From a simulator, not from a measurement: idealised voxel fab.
The name of this process module is voxel tone inversion.
Section cut is 215 nm wide and gridded with 5 nm square cells.
Cross-section format: a grid of square cells, given as bands from top to bottom; each band is one or more rows of cells. In this notation a band is specified by the heights of its top and bottom, in that order and in nm, after which its materials appear from left to right, each paired with its width in nm. The word "full width" attached to a single material means that material fills the band from edge to edge; the word "empty" stands for empty space. Height datum 0, below which the as-received substrate wafer is one material. Lowest band open at the bottom, running downward: "0 nm and below". When a width is written as two numbers, as in "30 to 40", the first number is the width in the top row of cells of the band and the second is the width in its bottom row, and the width changes by the same amount from each row to the next. A step reported as "identical to before" is a step in which no cell of the cross-section changed. Empty spaces without an open route to the top, at least 8 cells in extent, make up the entry "Sealed cavities"; each is given as width x height at distance, where the distance is measured from the left edge, and all are in nm. That trailing text on a step's line, after the settings, is the simulator's own remark on the step. overlay nm: on a step with a mask, how far right of its planned place the mask lay; negative means left.

**The following list gives the planned process steps**
- 1: op RECEIVE | material Si
- 2: op CONFORMAL_DEP | material SiCN | thk nm 5
- 3: op DIRECTIONAL_DEP | material polySi | thk nm 25
- 4: op PATTERN | tone cover | mask id POSTS | material resist | width nm 20 | pitch nm 45 | thk nm 35 | overlay nm 0
- 5: op DIRECTIONAL_ETCH | etch materials polySi | depth nm 25
- 6: op STRIP | etch materials resist
- 7: op FILL_DEP | material SiO2 | thk nm 10
- 8: op CMP | height nm 30
- 9: op STRIP | etch materials polySi

**Incoming wafer in cross-section (state: after step 1)**
* 0 nm and below | Si full width
* Sealed cavities: none

**Cross-sectional result after module completion. Note: starting condition and plan are unchanged from above; one processing mistake was made**
* 30 nm to 25 nm | SiCN full width
* 25 nm to 0 nm | polySi full width
* 0 nm and below | Si full width
* Sealed cavities: none
Plan not followed: mixed up steps 2 and 3 - ran each in the other's place
